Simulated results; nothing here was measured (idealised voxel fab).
The document below concerns the process module designated voxel lift off.
Displayed cross-section: cut, width of 205 nm, square cells sized 5 nm.
In this document a cross-section is written as a grid of square cells. It is given as a series of bands, listed from the top down, and a band is one or more rows of cells. A band entry consists of two parts. The first gives the height of the band's top and the height of its bottom, in nm. The rest lists the band's materials from left to right, each with its width in nm. A single material labelled with the word "all across" fills the band from edge to edge, and the word "air" marks empty space. Heights are expressed relative to 0, this being the level below which the as-received wafer comprises one material exclusively. The lowest band is unbounded in the downward direction and is denoted as in "0 and below". It should be noted that a width expressed as "30..40" varies in equal increments from row to row of cells within the band, taking the value of the first number at the top row and that of the second number at the bottom row. Reading "nothing was modified" for a step: not a cell of the cross-section changed in it. Empty spaces without an open route to the top, at least 8 cells in extent, make up the entry "Sealed cavities"; each is given as width x height at distance, where the distance is measured from the left edge, and all are in nm. What comes after the settings on a step's line is commentary from the simulator itself on that step. Regarding "overlay nm": on a step with a mask, it is the distance the mask lay to the right of its planned place; a negative value places it to the left.
-- The process steps that were planned are listed below
1 RECEIVE with material Si
2 CONFORMAL_DEP with material SiN, thk nm 5
3 PATTERN with tone open, mask id LINES, material resist, width nm 15, pitch nm 40, thk nm 25, overlay nm 0
4 DIRECTIONAL_DEP with material Ru, thk nm 15
5 STRIP with etch materials resist
6 CONFORMAL_DEP with material SiO2, thk nm 5
-- The first wafer of two, processed as planned
-- Delivered wafer in cross-section: state after step 1
  0 and below  Si all across
  Sealed cavities: none
-- The following cross-section depicts the wafer upon completion of step 2
  5 down to 0  SiN all across
  Lower than 0, everything is as it was.
-- The following cross-section depicts the wafer upon completion of step 3
  30 down to 5  resist (75); air (15); resist (25); air (15); resist (75)
  Lower than 5, everything is as it was.
-- The following cross-section depicts the wafer upon completion of step 4
  45 down to 30  Ru (75); air (15); Ru (25); air (15); Ru (75)
  30 down to 20  resist (75); air (15); resist (25); air (15); resist (75)
  20 down to 5  resist (75); Ru (15); resist (25); Ru (15); resist (75)
  Lower than 5, everything is as it was.
-- The following cross-section depicts the wafer upon completion of step 5
  20 down to 5  air (75); Ru (15); air (25); Ru (15); air (75)
  Lower than 5, everything is as it was.
-- The following cross-section depicts the wafer upon completion of step 6
  25 down to 20  air (70); SiO2 (25); air (15); SiO2 (25); air (70)
  20 down to 10  air (70); SiO2 (5); Ru (15); SiO2 (5); air (15); SiO2 (5); Ru (15); SiO2 (5); air (70)
  10 down to 5  SiO2 (75); Ru (15); SiO2 (25); Ru (15); SiO2 (75)
  Lower than 5, everything is as it was.
-- Wafer two of the pair: same origin, same plan, one error during the run; identical to wafer one up to and including step 2
-- Second wafer, cross-section, planned end of step 3
  30 down to 5  resist (75); air (20); resist (20); air (20); resist (70)
  Lower than 5, everything is as it was.
-- Second wafer, cross-section, planned end of step 4
  45 down to 30  Ru (75); air (20); Ru (20); air (20); Ru (70)
  30 down to 20  resist (75); air (20); resist (20); air (20); resist (70)
  20 down to 5  resist (75); Ru (20); resist (20); Ru (20); resist (70)
  Lower than 5, everything is as it was.
-- Second wafer, cross-section, planned end of step 5
  20 down to 5  air (75); Ru (20); air (20); Ru (20); air (70)
  Lower than 5, everything is as it was.
-- Second wafer, cross-section, planned end of step 6
  25 down to 20  air (70); SiO2 (30); air (10); SiO2 (30); air (65)
  20 down to 10  air (70); SiO2 (5); Ru (20); SiO2 (5); air (10); SiO2 (5); Ru (20); SiO2 (5); air (65)
  10 down to 5  SiO2 (75); Ru (20); SiO2 (20); Ru (20); SiO2 (70)
  Lower than 5, everything is as it was.
It is concluded that the wafer was processed incorrectly with respect to the plan, in that step 3: run off-plan, actual operation and settings PATTERN with tone open, mask id LINES, material resist, width nm 20, pitch nm 40, thk nm 25, overlay nm 0
Final tally in cells, some materials are higher or lower on the second wafer than on the first: Ru +6
